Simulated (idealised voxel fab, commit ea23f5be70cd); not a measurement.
Process module heading - voxel tone inversion
In the cross-section labelled cut, the width is 245 nm and each square cell is 5 nm.
If you're reading a cross-section in this doc, picture square cells in a grid; it comes to you as bands, top ones listed first down to the bottom, and a band can be one or more rows of cells.
Read a band's entry like this: the first values are the height of its top and the height of its bottom in nm, and what follows is the sequence of materials from left to right, each with its width in nm. Note that "air" is empty space, and that a single material marked "all across" reaches across the band from edge to edge.
Beneath 0, the wafer as received is one material, and that level is where height counting begins. The lowest band goes on downward without a bottom; it is written like "0 nm and below".
A width given as "30..40" starts at the first number in the band's top row and ends at the second number in its bottom row, shifting by an equal amount at every step from row to row.
You'll sometimes find "nothing got changed" written for a step, and that's the way of saying that nowhere in the cross-section did a cell change during that step.
Basically, "Sealed voids" tells you about the enclosed voids: empty spaces with no open way to the top, 8 cells or bigger, each written width x height at distance, where distance is from the left edge, all in nm.
Whatever follows a step's settings on its line is a remark the simulator itself makes about that step.
overlay nm: right-of-plan distance of the mask on a masked step; negative values mean left-of-plan.

[Below is the list of planned process steps]
1) RECEIVE | material Si
2) CONFORMAL_DEP | material SiN | thk nm 5
3) DIRECTIONAL_DEP | material polySi | thk nm 15
4) PATTERN | tone cover | mask id POSTS | material resist | width nm 20 | pitch nm 40 | thk nm 20 | overlay nm 0
5) DIRECTIONAL_ETCH | etch materials polySi | depth nm 15
6) STRIP | etch materials resist
7) FILL_DEP | material SiO2 | thk nm 5
8) CMP | height nm 20
9) STRIP | etch materials polySi

[Run as planned: first of two wafers]

[Cross-section of the incoming wafer, state after step 1]
    0 nm and below = Si all across
    Sealed voids: none

[Once step 2 is through, the wafer looks like this in cross-section]
    5 nm to 0 nm = SiN all across
    Under 0: no change, same as before.

[Once step 3 is through, the wafer looks like this in cross-section]
    20 nm to 5 nm = polySi all across
    Under 5: no change, same as before.

[Once step 4 is through, the wafer looks like this in cross-section]
    40 nm to 20 nm = air=50  resist=20  air=20  resist=20  air=20  resist=20  air=20  resist=20  air=55
    Under 20: no change, same as before.

[Once step 5 is through, the wafer looks like this in cross-section]
    40 nm to 20 nm = air=50  resist=20  air=20  resist=20  air=20  resist=20  air=20  resist=20  air=55
    20 nm to 5 nm = air=50  polySi=20  air=20  polySi=20  air=20  polySi=20  air=20  polySi=20  air=55
    Under 5: no change, same as before.

[Once step 6 is through, the wafer looks like this in cross-section]
    20 nm to 5 nm = air=50  polySi=20  air=20  polySi=20  air=20  polySi=20  air=20  polySi=20  air=55
    Under 5: no change, same as before.

[Once step 7 is through, the wafer looks like this in cross-section]
    25 nm to 20 nm = SiO2 all across
    20 nm to 5 nm = SiO2=50  polySi=20  SiO2=20  polySi=20  SiO2=20  polySi=20  SiO2=20  polySi=20  SiO2=55
    Under 5: no change, same as before.

[Once step 8 is through, the wafer looks like this in cross-section]
    20 nm to 5 nm = SiO2=50  polySi=20  SiO2=20  polySi=20  SiO2=20  polySi=20  SiO2=20  polySi=20  SiO2=55
    Under 5: no change, same as before.

[Once step 9 is through, the wafer looks like this in cross-section]
    20 nm to 5 nm = SiO2=50  air=20  SiO2=20  air=20  SiO2=20  air=20  SiO2=20  air=20  SiO2=55
    Under 5: no change, same as before.

[Wafer two of two - same starting point, same process plan, one mistake in execution; matches wafer one up to and including step 7]

[when step 8 should have ended]
    10 nm to 5 nm = SiO2=50  polySi=20  SiO2=20  polySi=20  SiO2=20  polySi=20  SiO2=20  polySi=20  SiO2=55
    Under 5: no change, same as before.

[when step 9 should have ended]
    10 nm to 5 nm = SiO2=50  air=20  SiO2=20  air=20  SiO2=20  air=20  SiO2=20  air=20  SiO2=55
    Under 5: no change, same as before.
What was done differently from what was planned? it should be noted that step 8 was executed with settings other than those planned, the operation and settings actually applied being CMP | height nm 10
End check, counted in cells, second wafer has more or fewer of these materials than the first: SiO2: 66 fewer
